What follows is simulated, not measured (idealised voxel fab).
The following is a process module called voxel capacitor over wiring.
Section cut is 295 nm wide and gridded with 5 nm square cells.
In what follows, cross-sections appear as grids of square cells, described through bands that run from the top down, where every band is one or more rows of cells.
Basically the band line says how high the top is and how high the bottom is, in nm, and then what's in it from left to right, every material with its width in nm. Empty space shows up as "empty", and if a single material carries "throughout" it runs the full band edge to edge.
Heights from 0 (as-received wafer is one material below). Bottom band endless downward, as "0..down".
Quick explanation for "30->40": the width changes in equal steps down the rows of cells, from the first number in the band's top row to the second number in its bottom row.
"nothing was modified" for a step: no cell of the cross-section changed in that step.
"Enclosed internal cavities" means: voids of 8 cells or more that are shut off from the top with no open way through. Written width x height at distance, distance from the left edge, in nm.
Anything after a step's settings on that line? It's the simulator's own note about the step.
If you see "overlay nm" on a step's line and that step has a mask, it's telling you how far right of where it was planned the mask ended up; a negative number means it went left instead.
Below is the list of planned process steps:
1,RECEIVE, material Si
2,CONFORMAL_DEP, material SiO2, thk nm 10
3,CONFORMAL_DEP, material SiN, thk nm 5
4,DIRECTIONAL_DEP, material lowk, thk nm 25
5,MASKED_ETCH, tone open, mask id METAL_1, width nm 20, pitch nm 85, etch materials lowk, depth nm 25, overlay nm 0
6,MASKED_ETCH, tone open, mask id METAL_1, width nm 20, pitch nm 85, etch materials SiN, depth nm 5, overlay nm 0
7,CONFORMAL_DEP, material TiN, thk nm 5
8,FILL_DEP, material Cu, thk nm 5
9,CMP, height nm 40
10,CONFORMAL_DEP, material SiCN, thk nm 5
11,DIRECTIONAL_DEP, material lowk, thk nm 10
12,MASKED_ETCH, tone open, mask id PLUG_1, width nm 15, etch materials lowk, depth nm 10, overlay nm 0
13,MASKED_ETCH, tone open, mask id PLUG_1, width nm 15, etch materials SiCN, depth nm 5, overlay nm 0
14,EPI, material Ru, thk nm 10
15,EPI, material Ru, thk nm 5
16,DIRECTIONAL_DEP, material TiN, thk nm 10
17,DIRECTIONAL_DEP, material SiN, thk nm 5
18,DIRECTIONAL_DEP, material TiN, thk nm 5
19,DIRECTIONAL_DEP, material aC, thk nm 15
20,PATTERN, tone cover, mask id UPPER_PLATE, material resist, width nm 70, thk nm 30, overlay nm 0
21,DIRECTIONAL_ETCH, etch materials aC, depth nm 15
22,STRIP, etch materials resist
23,DIRECTIONAL_ETCH, etch materials TiN, depth nm 5
24,DIRECTIONAL_ETCH, etch materials SiN, depth nm 5
25,STRIP, etch materials aC
26,DIRECTIONAL_DEP, material aC, thk nm 15
27,PATTERN, tone cover, mask id LOWER_PLATE, material resist, width nm 80, thk nm 30, overlay nm 0
28,DIRECTIONAL_ETCH, etch materials aC, depth nm 15
29,STRIP, etch materials resist
30,DIRECTIONAL_ETCH, etch materials TiN, depth nm 10
31,STRIP, etch materials aC
32,FILL_DEP, material SiO2, thk nm 15
33,CMP, height nm 85
34,PATTERN, tone open, mask id PLUG_2, material resist, width nm 15, thk nm 15, overlay nm 0
35,DIRECTIONAL_ETCH, etch materials SiO2, depth nm 10
36,STRIP, etch materials resist
37,CONFORMAL_DEP, material TiN, thk nm 5
38,FILL_DEP, material W, thk nm 5
39,CMP, height nm 85
40,CONFORMAL_DEP, material SiCN, thk nm 5
Cross-section of the incoming wafer, state after step 1:
0..down | Si throughout
Enclosed internal cavities: none
Starting wafer: above. Plan: above. Run: one mistake. Cross-section after the module: below:
90..85 | SiCN throughout
85..80 | 100 nm SiO2; 25 nm TiN; 170 nm SiO2
80..75 | 100 nm SiO2; 25 nm SiN; 170 nm SiO2
75..70 | 95 nm SiO2; 75 nm TiN; 125 nm SiO2
70..65 | 95 nm SiO2; 30 nm TiN; 45 nm SiN; 125 nm SiO2
65..55 | 90 nm SiO2; 35 nm Ru; 50 nm TiN; 120 nm SiO2
55..45 | 100 nm lowk; 15 nm Ru; 180 nm lowk
45..40 | 100 nm SiCN; 15 nm Ru; 180 nm SiCN
40..15 | 95 nm lowk; 5 nm TiN; 10 nm Cu; 5 nm TiN; 65 nm lowk; 5 nm TiN; 10 nm Cu; 5 nm TiN; 95 nm lowk
15..10 | 95 nm SiN; 20 nm TiN; 65 nm SiN; 20 nm TiN; 95 nm SiN
10..0 | SiO2 throughout
0..down | Si throughout
Enclosed internal cavities: none
Heads up, the wafer didn't run the way we planned it: plan step 14 was twice executed
